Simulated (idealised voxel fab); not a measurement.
process module | voxel ribs on slabs
cross-section cut | 260 nm wide | cells 5 nm
A cross-section is a grid of square cells, given in bands from the top down. A band is one or more rows of cells.
Each band's line starts with the height of the band's top and of its bottom, in nm. Then come its materials from left to right, each with its width in nm. One material with "throughout" fills the band from edge to edge. "air" is empty space.
Height 0 is the level under which the wafer as received is all one material. The lowest band goes on downwards, as in "0 down".
A width such as "30 to 40" changes by the same amount from each row of cells to the next, from the band's top row to its bottom row.
"no change" after a step means that no cell of the cross-section changed.
closed voids: empty space of 8 cells or more with no open way to the top, each as width x height at its distance from the left edge, in nm
after a step's settings: what the simulator itself notes on the step
overlay nm, on a step with a mask: how far to the right of its planned place the mask lay; to the left if negative
plan
1 op RECEIVE | material Si
2 op DIRECTIONAL_DEP | material SiO2 | thk nm 20
3 op DIRECTIONAL_DEP | material polySi | thk nm 25
4 op MASKED_ETCH | tone cover | mask id RIB | width nm 20 | etch materials polySi | depth nm 20 | overlay nm 0
5 op DIRECTIONAL_DEP | material aC | thk nm 15
6 op PATTERN | tone cover | mask id SLAB | material resist | width nm 60 | thk nm 35 | overlay nm 0
7 op DIRECTIONAL_ETCH | etch materials aC | depth nm 15
8 op STRIP | etch materials resist
9 op DIRECTIONAL_ETCH | etch materials polySi | depth nm 5
10 op STRIP | etch materials aC
11 op FILL_DEP | material SiO2 | thk nm 15
12 op CMP | height nm 55
13 op DIRECTIONAL_DEP | material TiN | thk nm 5
14 op DIRECTIONAL_DEP | material aC | thk nm 10
15 op PATTERN | tone cover | mask id HEATER | material resist | width nm 30 | thk nm 30 | overlay nm 0
16 op DIRECTIONAL_ETCH | etch materials aC | depth nm 10
17 op STRIP | etch materials resist
18 op DIRECTIONAL_ETCH | etch materials TiN | depth nm 5
19 op STRIP | etch materials aC
20 op CONFORMAL_DEP | material SiN | thk nm 10
as received, after step 1
  0 down: Si throughout
  closed voids: none
a wafer at the end: this start, this plan, one mistake
  80 to 75: air 105 | SiN 50 | air 105
  75 to 70: SiN throughout
  70 to 65: SiN 115 | TiN 30 | SiN 115
  65 to 55: TiN throughout
  55 to 45: SiO2 throughout
  45 to 25: SiO2 120 | polySi 20 | SiO2 120
  25 to 20: SiO2 100 | polySi 60 | SiO2 100
  20 to 0: SiO2 throughout
  0 down: Si throughout
  closed voids: none
what went wrong: step 13 ran as: op DIRECTIONAL_DEP | material TiN | thk nm 15
